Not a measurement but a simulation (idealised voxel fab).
The following process module bears the name voxel spacer lines.
275 nm wide, 5 nm square cells: that's cross-section cut.
Bands, listed from the top down, are how a cross-section gets written in this document; the cross-section itself is a grid of square cells, and a band is one or more rows of them. Per band: top height and bottom height in nm, followed by the left-to-right materials and their widths in nm; "full width" marks a single material spanning edge to edge, "empty" marks empty space. Heights are expressed relative to 0, this being the level below which the as-received wafer comprises one material exclusively. The lowest band is unbounded in the downward direction and is denoted as in "0 -> down". So if you see something like "30->40" for the width, read it as the top row of the band sitting at the first number and the bottom row at the second, with every row in between moving by the same amount as the last. Reading "same as before" for a step: not a cell of the cross-section changed in it. So "Fully sealed voids" is basically the list of trapped voids: any empty space of 8 cells or more that can't reach the top through an opening. They're written width x height at distance, the distance being from the left edge, and it's all nm. Past the settings on a step's line: simulator remark, on that step. The line of a step may include "overlay nm". On a step with a mask, this value is how far to the right of its planned place the mask lay. A negative value means the mask lay to the left.

[Here's what the planned process steps look like]
step 1: RECEIVE with material Si
step 2: CONFORMAL_DEP with material Al2O3, thk nm 5
step 3: DIRECTIONAL_DEP with material SiN, thk nm 15
step 4: DIRECTIONAL_DEP with material polySi, thk nm 20
step 5: PATTERN with tone cover, mask id MANDREL, material resist, width nm 25, pitch nm 70, thk nm 25, overlay nm 0
step 6: DIRECTIONAL_ETCH with etch materials polySi, depth nm 20
step 7: STRIP with etch materials resist
step 8: CONFORMAL_DEP with material SiO2, thk nm 10
step 9: DIRECTIONAL_ETCH with etch materials SiO2, depth nm 10
step 10: STRIP with etch materials polySi
step 11: DIRECTIONAL_ETCH with etch materials SiN, depth nm 15
step 12: STRIP with etch materials SiO2
Across this set of wafers, the varied parameter is the thk nm of step 2. Starting conditions are identical for every wafer, and the plan reports the value assigned to the first wafer.

[As-received state after step 1, first of several wafers, cross-section]
> 0 -> down: Si full width
> Fully sealed voids: none

[The first of several wafers, seen in cross-section after the module's last step, step 12]
> 20 -> 5: empty 45 nm / SiN 10 nm / empty 25 nm / SiN 10 nm / empty 25 nm / SiN 10 nm / empty 25 nm / SiN 10 nm / empty 25 nm / SiN 10 nm / empty 25 nm / SiN 10 nm / empty 45 nm
> 5 -> 0: Al2O3 full width
> 0 -> down: Si full width
> Fully sealed voids: none

[Cross-sectional view of the final wafer of several at the module's end]
> 35 -> 20: empty 45 nm / SiN 10 nm / empty 25 nm / SiN 10 nm / empty 25 nm / SiN 10 nm / empty 25 nm / SiN 10 nm / empty 25 nm / SiN 10 nm / empty 25 nm / SiN 10 nm / empty 45 nm
> 20 -> 0: Al2O3 full width
> 0 -> down: Si full width
> Fully sealed voids: none

[End of module, by wafer: material-by-material cell gain (+) or loss (-) since receipt, then closed voids]
thk nm 5; +55 Al2O3; +36 SiN; Fully sealed voids: none
thk nm 10; +110 Al2O3; +36 SiN; Fully sealed voids: none
thk nm 15; +165 Al2O3; +36 SiN; Fully sealed voids: none
thk nm 20; +220 Al2O3; +36 SiN; Fully sealed voids: none
